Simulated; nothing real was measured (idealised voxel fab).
A process module follows: voxel air gaps.
215 nm wide, 5 nm square cells: that's cross-section cut.
If you're reading a cross-section in this doc, picture square cells in a grid; it comes to you as bands, top ones listed first down to the bottom, and a band can be one or more rows of cells. What a band's entry tells you: where the top is and where the bottom is, as heights in nm, and after that what lies inside, material by material from left to right, each with its width in nm. Empty space is written as the word "blank", and a single material marked with the word "full width" occupies the band from edge to edge. Basically, 0 is our baseline, since under it the wafer straight out of the box is all one material. The bottom band has no lower end and keeps on going down, so it looks like "0..down". So if you see something like "30 to 40" for the width, read it as the top row of the band sitting at the first number and the bottom row at the second, with every row in between moving by the same amount as the last. "no modifications", as given for a step, is the statement that not any cell of the cross-section underwent a change during that step. Fully enclosed voids: empty space of 8 cells or more with no open way to the top, each as width x height at its distance from the left edge, in nm. If you see something after the settings on a step's line, that's the simulator's own remark about that step. overlay nm: where the mask lay relative to plan, measured to the right, on steps with a mask; negatives go left.
## Set out below are the planned steps of the process
- 1: RECEIVE [material Si]
- 2: CONFORMAL_DEP [material SiO2] [thk nm 10]
- 3: CONFORMAL_DEP [material SiN] [thk nm 5]
- 4: DIRECTIONAL_DEP [material SiO2] [thk nm 40]
- 5: DIRECTIONAL_DEP [material aC] [thk nm 10]
- 6: PATTERN [tone open] [mask id LINES] [material resist] [width nm 20] [pitch nm 45] [thk nm 25] [overlay nm 0]
- 7: DIRECTIONAL_ETCH [etch materials aC] [depth nm 10]
- 8: STRIP [etch materials resist]
- 9: DIRECTIONAL_ETCH [etch materials SiO2] [depth nm 40]
- 10: STRIP [etch materials aC]
- 11: CONFORMAL_DEP [material TiN] [thk nm 5]
- 12: FILL_DEP [material Ru] [thk nm 5]
- 13: CMP [height nm 55]
- 14: EPI [material Ru] [thk nm 10]
- 15: SELECTIVE_ETCH [etch materials SiO2] [depth nm 50]
- 16: CONFORMAL_DEP [material SiN] [thk nm 5]
## Cross-section of the wafer upon arrival, representing the state reached after step 1
> 0..down: Si full width
> Fully enclosed voids: none
## Here's the wafer cut in cross-section after the module, started and planned just like above, except one thing was done wrong in the run
> 70..65: 15 blank, then 190 SiN, then 10 blank
> 65..55: 15 blank, then 5 SiN, then 180 Ru, then 5 SiN, then 10 blank
> 55..50: 15 blank, then 15 SiN, then 5 TiN, then 15 Ru, then 5 TiN, then 20 SiO2, then 5 TiN, then 15 Ru, then 5 TiN, then 20 SiO2, then 5 TiN, then 15 Ru, then 5 TiN, then 20 SiO2, then 5 TiN, then 15 Ru, then 5 TiN, then 15 SiN, then 10 blank
> 50..20: 25 blank, then 5 SiN, then 5 TiN, then 15 Ru, then 5 TiN, then 20 SiO2, then 5 TiN, then 15 Ru, then 5 TiN, then 20 SiO2, then 5 TiN, then 15 Ru, then 5 TiN, then 20 SiO2, then 5 TiN, then 15 Ru, then 5 TiN, then 5 SiN, then 20 blank
> 20..15: 30 SiN, then 25 TiN, then 20 SiO2, then 25 TiN, then 20 SiO2, then 25 TiN, then 20 SiO2, then 25 TiN, then 25 SiN
> 15..10: SiN full width
> 10..0: SiO2 full width
> 0..down: Si full width
> Fully enclosed voids: none
Nonconformance to the process plan: step 6 went in with a setting other than planned; the actual run was PATTERN [tone open] [mask id LINES] [material resist] [width nm 25] [pitch nm 45] [thk nm 25] [overlay nm 0]
